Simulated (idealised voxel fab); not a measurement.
process module | voxel ribs on slabs
cross-section cut | 190 nm wide | cells 5 nm
A cross-section is a grid of square cells, given in bands from the top down. A band is one or more rows of cells.
Each band's line starts with the height of the band's top and of its bottom, in nm. Then come its materials from left to right, each with its width in nm. One material with "throughout" fills the band from edge to edge. "air" is empty space.
Height 0 is the level under which the wafer as received is all one material. The lowest band goes on downwards, as in "0 down".
A width such as "30 to 40" changes by the same amount from each row of cells to the next, from the band's top row to its bottom row.
"no change" after a step means that no cell of the cross-section changed.
closed voids: empty space of 8 cells or more with no open way to the top, each as width x height at its distance from the left edge, in nm
after a step's settings: what the simulator itself notes on the step
overlay nm, on a step with a mask: how far to the right of its planned place the mask lay; to the left if negative
plan
1 op RECEIVE | material Si
2 op DIRECTIONAL_DEP | material SiO2 | thk nm 25
3 op DIRECTIONAL_DEP | material polySi | thk nm 15
4 op DIRECTIONAL_DEP | material aC | thk nm 15
5 op PATTERN | tone cover | mask id RIB | material resist | width nm 30 | thk nm 30 | overlay nm 0
6 op DIRECTIONAL_ETCH | etch materials aC | depth nm 15
7 op STRIP | etch materials resist
8 op DIRECTIONAL_ETCH | etch materials polySi | depth nm 10
9 op STRIP | etch materials aC
10 op DIRECTIONAL_DEP | material aC | thk nm 10
11 op PATTERN | tone cover | mask id SLAB | material resist | width nm 60 | thk nm 25 | overlay nm 0
12 op DIRECTIONAL_ETCH | etch materials aC | depth nm 10
13 op STRIP | etch materials resist
14 op DIRECTIONAL_ETCH | etch materials polySi | depth nm 5
15 op STRIP | etch materials aC
16 op FILL_DEP | material SiO2 | thk nm 15
17 op CMP | height nm 50
18 op DIRECTIONAL_DEP | material TiN | thk nm 5
19 op DIRECTIONAL_DEP | material aC | thk nm 10
20 op PATTERN | tone cover | mask id HEATER | material resist | width nm 40 | thk nm 30 | overlay nm 0
21 op DIRECTIONAL_ETCH | etch materials aC | depth nm 10
22 op STRIP | etch materials resist
23 op DIRECTIONAL_ETCH | etch materials TiN | depth nm 5
24 op STRIP | etch materials aC
25 op CONFORMAL_DEP | material SiO2 | thk nm 5
as received, after step 1
  0 down: Si throughout
  closed voids: none
a wafer at the end: this start, this plan, one mistake
  60 to 55: air 75 | SiO2 40 | air 75
  55 to 50: SiO2 80 | TiN 30 | SiO2 80
  50 to 40: SiO2 throughout
  40 to 30: SiO2 80 | polySi 30 | SiO2 80
  30 to 25: SiO2 65 | polySi 60 | SiO2 65
  25 to 0: SiO2 throughout
  0 down: Si throughout
  closed voids: none
what went wrong: step 20 ran as: op PATTERN | tone cover | mask id HEATER | material resist | width nm 30 | thk nm 30 | overlay nm 0
